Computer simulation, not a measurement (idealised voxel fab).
process module | voxel transistor to metal
cross-section cut | 280 nm wide | cells 5 nm
A cross-section is a grid of square cells, given in bands from the top down. A band is one or more rows of cells.
Each band's line starts with the height of the band's top and of its bottom, in nm. Then come its materials from left to right, each with its width in nm. One material with "throughout" fills the band from edge to edge. "air" is empty space.
Height 0 is the level under which the wafer as received is all one material. The lowest band goes on downwards, as in "0 down".
A width such as "30 to 40" changes by the same amount from each row of cells to the next, from the band's top row to its bottom row.
"no change" after a step means that no cell of the cross-section changed.
closed voids: empty space of 8 cells or more with no open way to the top, each as width x height at its distance from the left edge, in nm
after a step's settings: what the simulator itself notes on the step
overlay nm, on a step with a mask: how far to the right of its planned place the mask lay; to the left if negative
plan
1 op RECEIVE | material Si
2 op CONFORMAL_DEP | material SiO2 | thk nm 5
3 op CONFORMAL_DEP | material SiN | thk nm 15
4 op DIRECTIONAL_DEP | material aC | thk nm 10
5 op PATTERN | tone cover | mask id ACTIVE | material resist | width nm 105 | pitch nm 125 | thk nm 25 | overlay nm 0
6 op DIRECTIONAL_ETCH | etch materials aC | depth nm 10
7 op STRIP | etch materials resist
8 op DIRECTIONAL_ETCH | etch materials SiN | depth nm 15
9 op DIRECTIONAL_ETCH | etch materials SiO2 | depth nm 5
10 op DIRECTIONAL_ETCH | etch materials Si | depth nm 30
11 op STRIP | etch materials aC
12 op FILL_DEP | material SiO2 | thk nm 5
13 op CMP | height nm 20
14 op SELECTIVE_ETCH | etch materials SiO2 | depth nm 15
15 op STRIP | etch materials SiN
16 op SELECTIVE_ETCH | etch materials SiO2 | depth nm 5
17 op OXIDIZE | depth nm 5
18 op DIRECTIONAL_DEP | material polySi | thk nm 30
19 op DIRECTIONAL_DEP | material SiCN | thk nm 15
20 op PATTERN | tone cover | mask id GATE | material resist | width nm 25 | pitch nm 125 | thk nm 15 | overlay nm 0
21 op DIRECTIONAL_ETCH | etch materials SiCN | depth nm 25
22 op DIRECTIONAL_ETCH | etch materials polySi | depth nm 40
23 op STRIP | etch materials resist
24 op CONFORMAL_DEP | material SiO2 | thk nm 5
25 op DIRECTIONAL_ETCH | etch materials SiO2 | depth nm 5
26 op CONFORMAL_DEP | material SiN | thk nm 10
27 op DIRECTIONAL_ETCH | etch materials SiN | depth nm 10
28 op DIRECTIONAL_ETCH | etch materials SiO2 | depth nm 5
29 op DIRECTIONAL_ETCH | etch materials Si | depth nm 15
30 op EPI | material SiGe | thk nm 20
31 op FILL_DEP | material SiO2 | thk nm 10
32 op CMP | height nm 45
33 op DIRECTIONAL_DEP | material SiO2 | thk nm 10
34 op DIRECTIONAL_DEP | material aC | thk nm 10
35 op PATTERN | tone open | mask id CONTACT | material resist | width nm 30 | thk nm 25 | overlay nm 0
36 op DIRECTIONAL_ETCH | etch materials aC | depth nm 10
37 op STRIP | etch materials resist
38 op DIRECTIONAL_ETCH | etch materials SiO2 | depth nm 40
39 op STRIP | etch materials aC
40 op CONFORMAL_DEP | material TiN | thk nm 5
41 op FILL_DEP | material W | thk nm 10
42 op CMP | height nm 55
43 op DIRECTIONAL_DEP | material TiN | thk nm 5
44 op DIRECTIONAL_DEP | material Ru | thk nm 20
45 op DIRECTIONAL_DEP | material aC | thk nm 10
46 op PATTERN | tone cover | mask id METAL_1 | material resist | width nm 20 | thk nm 25 | overlay nm 0
47 op DIRECTIONAL_ETCH | etch materials aC | depth nm 10
48 op STRIP | etch materials resist
49 op DIRECTIONAL_ETCH | etch materials Ru | depth nm 20
50 op DIRECTIONAL_ETCH | etch materials TiN | depth nm 5
51 op STRIP | etch materials aC
52 op FILL_DEP | material SiO2 | thk nm 5
53 op CMP | height nm 80
54 op CONFORMAL_DEP | material SiN | thk nm 5
first wafer, as planned
as received, after step 1
  0 down: Si throughout
  closed voids: none
after step 2
  5 to 0: SiO2 throughout
  below 0: unchanged
after step 3
  20 to 5: SiN throughout
  below 5: unchanged
after step 4
  30 to 20: aC throughout
  below 20: unchanged
after step 5
  55 to 30: air 25 | resist 105 | air 20 | resist 105 | air 25
  below 30: unchanged
after step 6
  45 to 30: air 25 | resist 105 | air 20 | resist 105 | air 25
  30 to 20: air 25 | aC 105 | air 20 | aC 105 | air 25
  below 20: unchanged
after step 7
  30 to 20: air 25 | aC 105 | air 20 | aC 105 | air 25
  below 20: unchanged
after step 8
  30 to 20: air 25 | aC 105 | air 20 | aC 105 | air 25
  20 to 5: air 25 | SiN 105 | air 20 | SiN 105 | air 25
  below 5: unchanged
after step 9
  30 to 20: air 25 | aC 105 | air 20 | aC 105 | air 25
  20 to 5: air 25 | SiN 105 | air 20 | SiN 105 | air 25
  5 to 0: air 25 | SiO2 105 | air 20 | SiO2 105 | air 25
  below 0: unchanged
after step 10
  30 to 20: air 25 | aC 105 | air 20 | aC 105 | air 25
  20 to 5: air 25 | SiN 105 | air 20 | SiN 105 | air 25
  5 to 0: air 25 | SiO2 105 | air 20 | SiO2 105 | air 25
  0 to -30: air 25 | Si 105 | air 20 | Si 105 | air 25
  below -30: unchanged
after step 11
  20 to 5: air 25 | SiN 105 | air 20 | SiN 105 | air 25
  below 5: unchanged
after step 12
  25 to 20: SiO2 throughout
  20 to 5: SiO2 25 | SiN 105 | SiO2 20 | SiN 105 | SiO2 25
  5 to 0: SiO2 throughout
  0 to -30: SiO2 25 | Si 105 | SiO2 20 | Si 105 | SiO2 25
  below -30: unchanged
after step 13
  20 to 5: SiO2 25 | SiN 105 | SiO2 20 | SiN 105 | SiO2 25
  below 5: unchanged
after step 14
  20 to 5: air 25 | SiN 105 | air 20 | SiN 105 | air 25
  below 5: unchanged
after step 15
  5 to 0: SiO2 throughout
  below 0: unchanged
after step 16
  0 to -30: SiO2 25 | Si 105 | SiO2 20 | Si 105 | SiO2 25
  below -30: unchanged
after step 17
  0 to -5: SiO2 throughout
  below -5: unchanged
after step 18
  30 to 0: polySi throughout
  below 0: unchanged
after step 19
  45 to 30: SiCN throughout
  below 30: unchanged
after step 20
  60 to 45: air 65 | resist 25 | air 100 | resist 25 | air 65
  below 45: unchanged
after step 21
  60 to 45: air 65 | resist 25 | air 100 | resist 25 | air 65
  45 to 30: air 65 | SiCN 25 | air 100 | SiCN 25 | air 65
  below 30: unchanged
after step 22
  60 to 45: air 65 | resist 25 | air 100 | resist 25 | air 65
  45 to 30: air 65 | SiCN 25 | air 100 | SiCN 25 | air 65
  30 to 0: air 65 | polySi 25 | air 100 | polySi 25 | air 65
  below 0: unchanged
after step 23
  45 to 30: air 65 | SiCN 25 | air 100 | SiCN 25 | air 65
  below 30: unchanged
after step 24
  50 to 45: air 60 | SiO2 35 | air 90 | SiO2 35 | air 60
  45 to 30: air 60 | SiO2 5 | SiCN 25 | SiO2 5 | air 90 | SiO2 5 | SiCN 25 | SiO2 5 | air 60
  30 to 5: air 60 | SiO2 5 | polySi 25 | SiO2 5 | air 90 | SiO2 5 | polySi 25 | SiO2 5 | air 60
  5 to 0: SiO2 65 | polySi 25 | SiO2 100 | polySi 25 | SiO2 65
  below 0: unchanged
after step 25
  45 to 30: air 60 | SiO2 5 | SiCN 25 | SiO2 5 | air 90 | SiO2 5 | SiCN 25 | SiO2 5 | air 60
  30 to 0: air 60 | SiO2 5 | polySi 25 | SiO2 5 | air 90 | SiO2 5 | polySi 25 | SiO2 5 | air 60
  below 0: unchanged
after step 26
  55 to 45: air 50 | SiN 55 | air 70 | SiN 55 | air 50
  45 to 30: air 50 | SiN 10 | SiO2 5 | SiCN 25 | SiO2 5 | SiN 10 | air 70 | SiN 10 | SiO2 5 | SiCN 25 | SiO2 5 | SiN 10 | air 50
  30 to 10: air 50 | SiN 10 | SiO2 5 | polySi 25 | SiO2 5 | SiN 10 | air 70 | SiN 10 | SiO2 5 | polySi 25 | SiO2 5 | SiN 10 | air 50
  10 to 0: SiN 60 | SiO2 5 | polySi 25 | SiO2 5 | SiN 90 | SiO2 5 | polySi 25 | SiO2 5 | SiN 60
  below 0: unchanged
after step 27
  45 to 30: air 50 | SiN 10 | SiO2 5 | SiCN 25 | SiO2 5 | SiN 10 | air 70 | SiN 10 | SiO2 5 | SiCN 25 | SiO2 5 | SiN 10 | air 50
  30 to 0: air 50 | SiN 10 | SiO2 5 | polySi 25 | SiO2 5 | SiN 10 | air 70 | SiN 10 | SiO2 5 | polySi 25 | SiO2 5 | SiN 10 | air 50
  below 0: unchanged
after step 28
  45 to 40: air 50 | SiN 10 | air 5 | SiCN 25 | air 5 | SiN 10 | air 70 | SiN 10 | air 5 | SiCN 25 | air 5 | SiN 10 | air 50
  40 to 30: air 50 | SiN 10 | SiO2 5 | SiCN 25 | SiO2 5 | SiN 10 | air 70 | SiN 10 | SiO2 5 | SiCN 25 | SiO2 5 | SiN 10 | air 50
  30 to 0: air 50 | SiN 10 | SiO2 5 | polySi 25 | SiO2 5 | SiN 10 | air 70 | SiN 10 | SiO2 5 | polySi 25 | SiO2 5 | SiN 10 | air 50
  0 to -5: air 50 | SiO2 55 | air 70 | SiO2 55 | air 50
  below -5: unchanged
after step 29
  45 to 40: air 50 | SiN 10 | air 5 | SiCN 25 | air 5 | SiN 10 | air 70 | SiN 10 | air 5 | SiCN 25 | air 5 | SiN 10 | air 50
  40 to 30: air 50 | SiN 10 | SiO2 5 | SiCN 25 | SiO2 5 | SiN 10 | air 70 | SiN 10 | SiO2 5 | SiCN 25 | SiO2 5 | SiN 10 | air 50
  30 to 0: air 50 | SiN 10 | SiO2 5 | polySi 25 | SiO2 5 | SiN 10 | air 70 | SiN 10 | SiO2 5 | polySi 25 | SiO2 5 | SiN 10 | air 50
  0 to -5: air 50 | SiO2 55 | air 70 | SiO2 55 | air 50
  -5 to -20: SiO2 25 | air 25 | Si 55 | air 25 | SiO2 20 | air 25 | Si 55 | air 25 | SiO2 25
  below -20: unchanged
after step 30
  45 to 40: air 50 | SiN 10 | air 5 | SiCN 25 | air 5 | SiN 10 | air 70 | SiN 10 | air 5 | SiCN 25 | air 5 | SiN 10 | air 50
  40 to 30: air 50 | SiN 10 | SiO2 5 | SiCN 25 | SiO2 5 | SiN 10 | air 70 | SiN 10 | SiO2 5 | SiCN 25 | SiO2 5 | SiN 10 | air 50
  30 to 15: air 50 | SiN 10 | SiO2 5 | polySi 25 | SiO2 5 | SiN 10 | air 70 | SiN 10 | SiO2 5 | polySi 25 | SiO2 5 | SiN 10 | air 50
  15 to 0: air 30 | SiGe 20 | SiN 10 | SiO2 5 | polySi 25 | SiO2 5 | SiN 10 | SiGe 20 | air 30 | SiGe 20 | SiN 10 | SiO2 5 | polySi 25 | SiO2 5 | SiN 10 | SiGe 20 | air 30
  0 to -5: air 20 | SiGe 30 | SiO2 55 | SiGe 30 | air 10 | SiGe 30 | SiO2 55 | SiGe 30 | air 20
  -5 to -20: SiO2 25 | SiGe 25 | Si 55 | SiGe 25 | SiO2 20 | SiGe 25 | Si 55 | SiGe 25 | SiO2 25
  below -20: unchanged
after step 31
  55 to 45: SiO2 throughout
  45 to 30: SiO2 50 | SiN 10 | SiO2 5 | SiCN 25 | SiO2 5 | SiN 10 | SiO2 70 | SiN 10 | SiO2 5 | SiCN 25 | SiO2 5 | SiN 10 | SiO2 50
  30 to 15: SiO2 50 | SiN 10 | SiO2 5 | polySi 25 | SiO2 5 | SiN 10 | SiO2 70 | SiN 10 | SiO2 5 | polySi 25 | SiO2 5 | SiN 10 | SiO2 50
  15 to 0: SiO2 30 | SiGe 20 | SiN 10 | SiO2 5 | polySi 25 | SiO2 5 | SiN 10 | SiGe 20 | SiO2 30 | SiGe 20 | SiN 10 | SiO2 5 | polySi 25 | SiO2 5 | SiN 10 | SiGe 20 | SiO2 30
  0 to -5: SiO2 20 | SiGe 30 | SiO2 55 | SiGe 30 | SiO2 10 | SiGe 30 | SiO2 55 | SiGe 30 | SiO2 20
  below -5: unchanged
after step 32
  45 to 30: SiO2 50 | SiN 10 | SiO2 5 | SiCN 25 | SiO2 5 | SiN 10 | SiO2 70 | SiN 10 | SiO2 5 | SiCN 25 | SiO2 5 | SiN 10 | SiO2 50
  below 30: unchanged
after step 33
  55 to 45: SiO2 throughout
  below 45: unchanged
after step 34
  65 to 55: aC throughout
  below 55: unchanged
after step 35
  90 to 65: resist 30 | air 30 | resist 35 | air 30 | resist 30 | air 30 | resist 35 | air 30 | resist 30
  below 65: unchanged
after step 36
  80 to 65: resist 30 | air 30 | resist 35 | air 30 | resist 30 | air 30 | resist 35 | air 30 | resist 30
  65 to 55: aC 30 | air 30 | aC 35 | air 30 | aC 30 | air 30 | aC 35 | air 30 | aC 30
  below 55: unchanged
after step 37
  65 to 55: aC 30 | air 30 | aC 35 | air 30 | aC 30 | air 30 | aC 35 | air 30 | aC 30
  below 55: unchanged
after step 38
  65 to 55: aC 30 | air 30 | aC 35 | air 30 | aC 30 | air 30 | aC 35 | air 30 | aC 30
  55 to 45: SiO2 30 | air 30 | SiO2 35 | air 30 | SiO2 30 | air 30 | SiO2 35 | air 30 | SiO2 30
  45 to 30: SiO2 30 | air 20 | SiN 10 | SiO2 5 | SiCN 25 | SiO2 5 | SiN 10 | air 20 | SiO2 30 | air 20 | SiN 10 | SiO2 5 | SiCN 25 | SiO2 5 | SiN 10 | air 20 | SiO2 30
  30 to 15: SiO2 30 | air 20 | SiN 10 | SiO2 5 | polySi 25 | SiO2 5 | SiN 10 | air 20 | SiO2 30 | air 20 | SiN 10 | SiO2 5 | polySi 25 | SiO2 5 | SiN 10 | air 20 | SiO2 30
  below 15: unchanged
after step 39
  55 to 45: SiO2 30 | air 30 | SiO2 35 | air 30 | SiO2 30 | air 30 | SiO2 35 | air 30 | SiO2 30
  below 45: unchanged
after step 40
  60 to 55: TiN 35 | air 20 | TiN 45 | air 20 | TiN 40 | air 20 | TiN 45 | air 20 | TiN 35
  55 to 45: SiO2 30 | TiN 5 | air 20 to 10 | TiN 5 to 15 | SiO2 35 | TiN 5 to 15 | air 20 to 10 | TiN 5 | SiO2 30 | TiN 5 | air 20 to 10 | TiN 5 to 15 | SiO2 35 | TiN 5 to 15 | air 20 to 10 | TiN 5 | SiO2 30
  45 to 30: SiO2 30 | TiN 5 | air 10 | TiN 5 | SiN 10 | SiO2 5 | SiCN 25 | SiO2 5 | SiN 10 | TiN 5 | air 10 | TiN 5 | SiO2 30 | TiN 5 | air 10 | TiN 5 | SiN 10 | SiO2 5 | SiCN 25 | SiO2 5 | SiN 10 | TiN 5 | air 10 | TiN 5 | SiO2 30
  30 to 20: SiO2 30 | TiN 5 | air 10 | TiN 5 | SiN 10 | SiO2 5 | polySi 25 | SiO2 5 | SiN 10 | TiN 5 | air 10 | TiN 5 | SiO2 30 | TiN 5 | air 10 | TiN 5 | SiN 10 | SiO2 5 | polySi 25 | SiO2 5 | SiN 10 | TiN 5 | air 10 | TiN 5 | SiO2 30
  20 to 15: SiO2 30 | TiN 20 | SiN 10 | SiO2 5 | polySi 25 | SiO2 5 | SiN 10 | TiN 20 | SiO2 30 | TiN 20 | SiN 10 | SiO2 5 | polySi 25 | SiO2 5 | SiN 10 | TiN 20 | SiO2 30
  below 15: unchanged
after step 41
  70 to 60: W throughout
  60 to 55: TiN 35 | W 20 | TiN 45 | W 20 | TiN 40 | W 20 | TiN 45 | W 20 | TiN 35
  55 to 45: SiO2 30 | TiN 5 | W 20 to 10 | TiN 5 to 15 | SiO2 35 | TiN 5 to 15 | W 20 to 10 | TiN 5 | SiO2 30 | TiN 5 | W 20 to 10 | TiN 5 to 15 | SiO2 35 | TiN 5 to 15 | W 20 to 10 | TiN 5 | SiO2 30
  45 to 30: SiO2 30 | TiN 5 | W 10 | TiN 5 | SiN 10 | SiO2 5 | SiCN 25 | SiO2 5 | SiN 10 | TiN 5 | W 10 | TiN 5 | SiO2 30 | TiN 5 | W 10 | TiN 5 | SiN 10 | SiO2 5 | SiCN 25 | SiO2 5 | SiN 10 | TiN 5 | W 10 | TiN 5 | SiO2 30
  30 to 20: SiO2 30 | TiN 5 | W 10 | TiN 5 | SiN 10 | SiO2 5 | polySi 25 | SiO2 5 | SiN 10 | TiN 5 | W 10 | TiN 5 | SiO2 30 | TiN 5 | W 10 | TiN 5 | SiN 10 | SiO2 5 | polySi 25 | SiO2 5 | SiN 10 | TiN 5 | W 10 | TiN 5 | SiO2 30
  below 20: unchanged
after step 42
  55 to 45: SiO2 30 | TiN 5 | W 20 to 10 | TiN 5 to 15 | SiO2 35 | TiN 5 to 15 | W 20 to 10 | TiN 5 | SiO2 30 | TiN 5 | W 20 to 10 | TiN 5 to 15 | SiO2 35 | TiN 5 to 15 | W 20 to 10 | TiN 5 | SiO2 30
  below 45: unchanged
after step 43
  60 to 55: TiN throughout
  below 55: unchanged
after step 44
  80 to 60: Ru throughout
  below 60: unchanged
after step 45
  90 to 80: aC throughout
  below 80: unchanged
after step 46
  115 to 90: air 30 | resist 20 | air 55 | resist 20 | air 30 | resist 20 | air 55 | resist 20 | air 30
  below 90: unchanged
after step 47
  105 to 90: air 30 | resist 20 | air 55 | resist 20 | air 30 | resist 20 | air 55 | resist 20 | air 30
  90 to 80: air 30 | aC 20 | air 55 | aC 20 | air 30 | aC 20 | air 55 | aC 20 | air 30
  below 80: unchanged
after step 48
  90 to 80: air 30 | aC 20 | air 55 | aC 20 | air 30 | aC 20 | air 55 | aC 20 | air 30
  below 80: unchanged
after step 49
  90 to 80: air 30 | aC 20 | air 55 | aC 20 | air 30 | aC 20 | air 55 | aC 20 | air 30
  80 to 60: air 30 | Ru 20 | air 55 | Ru 20 | air 30 | Ru 20 | air 55 | Ru 20 | air 30
  below 60: unchanged
after step 50
  90 to 80: air 30 | aC 20 | air 55 | aC 20 | air 30 | aC 20 | air 55 | aC 20 | air 30
  80 to 60: air 30 | Ru 20 | air 55 | Ru 20 | air 30 | Ru 20 | air 55 | Ru 20 | air 30
  60 to 55: air 30 | TiN 20 | air 55 | TiN 20 | air 30 | TiN 20 | air 55 | TiN 20 | air 30
  below 55: unchanged
after step 51
  80 to 60: air 30 | Ru 20 | air 55 | Ru 20 | air 30 | Ru 20 | air 55 | Ru 20 | air 30
  below 60: unchanged
after step 52
  85 to 80: SiO2 throughout
  80 to 60: SiO2 30 | Ru 20 | SiO2 55 | Ru 20 | SiO2 30 | Ru 20 | SiO2 55 | Ru 20 | SiO2 30
  60 to 55: SiO2 30 | TiN 20 | SiO2 55 | TiN 20 | SiO2 30 | TiN 20 | SiO2 55 | TiN 20 | SiO2 30
  below 55: unchanged
after step 53
  80 to 60: SiO2 30 | Ru 20 | SiO2 55 | Ru 20 | SiO2 30 | Ru 20 | SiO2 55 | Ru 20 | SiO2 30
  below 60: unchanged
after step 54
  85 to 80: SiN throughout
  below 80: unchanged
second wafer: like start, like plan, one mistake. Through step 34 it matches the first wafer
when step 35 should have ended
  90 to 65: resist 35 | air 20 | resist 45 | air 20 | resist 40 | air 20 | resist 45 | air 20 | resist 35
  below 65: unchanged
when step 36 should have ended
  80 to 65: resist 35 | air 20 | resist 45 | air 20 | resist 40 | air 20 | resist 45 | air 20 | resist 35
  65 to 55: aC 35 | air 20 | aC 45 | air 20 | aC 40 | air 20 | aC 45 | air 20 | aC 35
  below 55: unchanged
when step 37 should have ended
  65 to 55: aC 35 | air 20 | aC 45 | air 20 | aC 40 | air 20 | aC 45 | air 20 | aC 35
  below 55: unchanged
when step 38 should have ended
  65 to 55: aC 35 | air 20 | aC 45 | air 20 | aC 40 | air 20 | aC 45 | air 20 | aC 35
  55 to 45: SiO2 35 | air 20 | SiO2 45 | air 20 | SiO2 40 | air 20 | SiO2 45 | air 20 | SiO2 35
  45 to 30: SiO2 35 | air 15 | SiN 10 | SiO2 5 | SiCN 25 | SiO2 5 | SiN 10 | air 15 | SiO2 40 | air 15 | SiN 10 | SiO2 5 | SiCN 25 | SiO2 5 | SiN 10 | air 15 | SiO2 35
  30 to 15: SiO2 35 | air 15 | SiN 10 | SiO2 5 | polySi 25 | SiO2 5 | SiN 10 | air 15 | SiO2 40 | air 15 | SiN 10 | SiO2 5 | polySi 25 | SiO2 5 | SiN 10 | air 15 | SiO2 35
  below 15: unchanged
when step 39 should have ended
  55 to 45: SiO2 35 | air 20 | SiO2 45 | air 20 | SiO2 40 | air 20 | SiO2 45 | air 20 | SiO2 35
  below 45: unchanged
when step 40 should have ended
  60 to 55: TiN 40 | air 10 | TiN 55 | air 10 | TiN 50 | air 10 | TiN 55 | air 10 | TiN 40
  55 to 45: SiO2 35 | TiN 5 | air 10 to 5 | TiN 5 to 10 | SiO2 45 | TiN 5 to 10 | air 10 to 5 | TiN 5 | SiO2 40 | TiN 5 | air 10 to 5 | TiN 5 to 10 | SiO2 45 | TiN 5 to 10 | air 10 to 5 | TiN 5 | SiO2 35
  45 to 30: SiO2 35 | TiN 5 | air 5 | TiN 5 | SiN 10 | SiO2 5 | SiCN 25 | SiO2 5 | SiN 10 | TiN 5 | air 5 | TiN 5 | SiO2 40 | TiN 5 | air 5 | TiN 5 | SiN 10 | SiO2 5 | SiCN 25 | SiO2 5 | SiN 10 | TiN 5 | air 5 | TiN 5 | SiO2 35
  30 to 20: SiO2 35 | TiN 5 | air 5 | TiN 5 | SiN 10 | SiO2 5 | polySi 25 | SiO2 5 | SiN 10 | TiN 5 | air 5 | TiN 5 | SiO2 40 | TiN 5 | air 5 | TiN 5 | SiN 10 | SiO2 5 | polySi 25 | SiO2 5 | SiN 10 | TiN 5 | air 5 | TiN 5 | SiO2 35
  20 to 15: SiO2 35 | TiN 15 | SiN 10 | SiO2 5 | polySi 25 | SiO2 5 | SiN 10 | TiN 15 | SiO2 40 | TiN 15 | SiN 10 | SiO2 5 | polySi 25 | SiO2 5 | SiN 10 | TiN 15 | SiO2 35
  below 15: unchanged
when step 41 should have ended
  70 to 60: W throughout
  60 to 55: TiN 40 | W 10 | TiN 55 | W 10 | TiN 50 | W 10 | TiN 55 | W 10 | TiN 40
  55 to 45: SiO2 35 | TiN 5 | W 10 to 5 | TiN 5 to 10 | SiO2 45 | TiN 5 to 10 | W 10 to 5 | TiN 5 | SiO2 40 | TiN 5 | W 10 to 5 | TiN 5 to 10 | SiO2 45 | TiN 5 to 10 | W 10 to 5 | TiN 5 | SiO2 35
  45 to 30: SiO2 35 | TiN 5 | W 5 | TiN 5 | SiN 10 | SiO2 5 | SiCN 25 | SiO2 5 | SiN 10 | TiN 5 | W 5 | TiN 5 | SiO2 40 | TiN 5 | W 5 | TiN 5 | SiN 10 | SiO2 5 | SiCN 25 | SiO2 5 | SiN 10 | TiN 5 | W 5 | TiN 5 | SiO2 35
  30 to 20: SiO2 35 | TiN 5 | W 5 | TiN 5 | SiN 10 | SiO2 5 | polySi 25 | SiO2 5 | SiN 10 | TiN 5 | W 5 | TiN 5 | SiO2 40 | TiN 5 | W 5 | TiN 5 | SiN 10 | SiO2 5 | polySi 25 | SiO2 5 | SiN 10 | TiN 5 | W 5 | TiN 5 | SiO2 35
  below 20: unchanged
when step 42 should have ended
  55 to 45: SiO2 35 | TiN 5 | W 10 to 5 | TiN 5 to 10 | SiO2 45 | TiN 5 to 10 | W 10 to 5 | TiN 5 | SiO2 40 | TiN 5 | W 10 to 5 | TiN 5 to 10 | SiO2 45 | TiN 5 to 10 | W 10 to 5 | TiN 5 | SiO2 35
  below 45: unchanged
when step 43 should have ended
  60 to 55: TiN throughout
  below 55: unchanged
when step 44 should have ended
  80 to 60: Ru throughout
  below 60: unchanged
when step 45 should have ended
  90 to 80: aC throughout
  below 80: unchanged
when step 46 should have ended
  115 to 90: air 30 | resist 20 | air 55 | resist 20 | air 30 | resist 20 | air 55 | resist 20 | air 30
  below 90: unchanged
when step 47 should have ended
  105 to 90: air 30 | resist 20 | air 55 | resist 20 | air 30 | resist 20 | air 55 | resist 20 | air 30
  90 to 80: air 30 | aC 20 | air 55 | aC 20 | air 30 | aC 20 | air 55 | aC 20 | air 30
  below 80: unchanged
when step 48 should have ended
  90 to 80: air 30 | aC 20 | air 55 | aC 20 | air 30 | aC 20 | air 55 | aC 20 | air 30
  below 80: unchanged
when step 49 should have ended
  90 to 80: air 30 | aC 20 | air 55 | aC 20 | air 30 | aC 20 | air 55 | aC 20 | air 30
  80 to 60: air 30 | Ru 20 | air 55 | Ru 20 | air 30 | Ru 20 | air 55 | Ru 20 | air 30
  below 60: unchanged
when step 50 should have ended
  90 to 80: air 30 | aC 20 | air 55 | aC 20 | air 30 | aC 20 | air 55 | aC 20 | air 30
  80 to 60: air 30 | Ru 20 | air 55 | Ru 20 | air 30 | Ru 20 | air 55 | Ru 20 | air 30
  60 to 55: air 30 | TiN 20 | air 55 | TiN 20 | air 30 | TiN 20 | air 55 | TiN 20 | air 30
  below 55: unchanged
when step 51 should have ended
  80 to 60: air 30 | Ru 20 | air 55 | Ru 20 | air 30 | Ru 20 | air 55 | Ru 20 | air 30
  below 60: unchanged
when step 52 should have ended
  85 to 80: SiO2 throughout
  80 to 60: SiO2 30 | Ru 20 | SiO2 55 | Ru 20 | SiO2 30 | Ru 20 | SiO2 55 | Ru 20 | SiO2 30
  60 to 55: SiO2 30 | TiN 20 | SiO2 55 | TiN 20 | SiO2 30 | TiN 20 | SiO2 55 | TiN 20 | SiO2 30
  below 55: unchanged
when step 53 should have ended
  80 to 60: SiO2 30 | Ru 20 | SiO2 55 | Ru 20 | SiO2 30 | Ru 20 | SiO2 55 | Ru 20 | SiO2 30
  below 60: unchanged
when step 54 should have ended
  85 to 80: SiN throughout
  below 80: unchanged
what went wrong: step 35 ran as: op PATTERN | tone open | mask id CONTACT | material resist | width nm 20 | thk nm 25 | overlay nm 0
at the end the second wafer has, in cells: 40 more of SiO2 | 8 fewer of TiN | 32 fewer of W
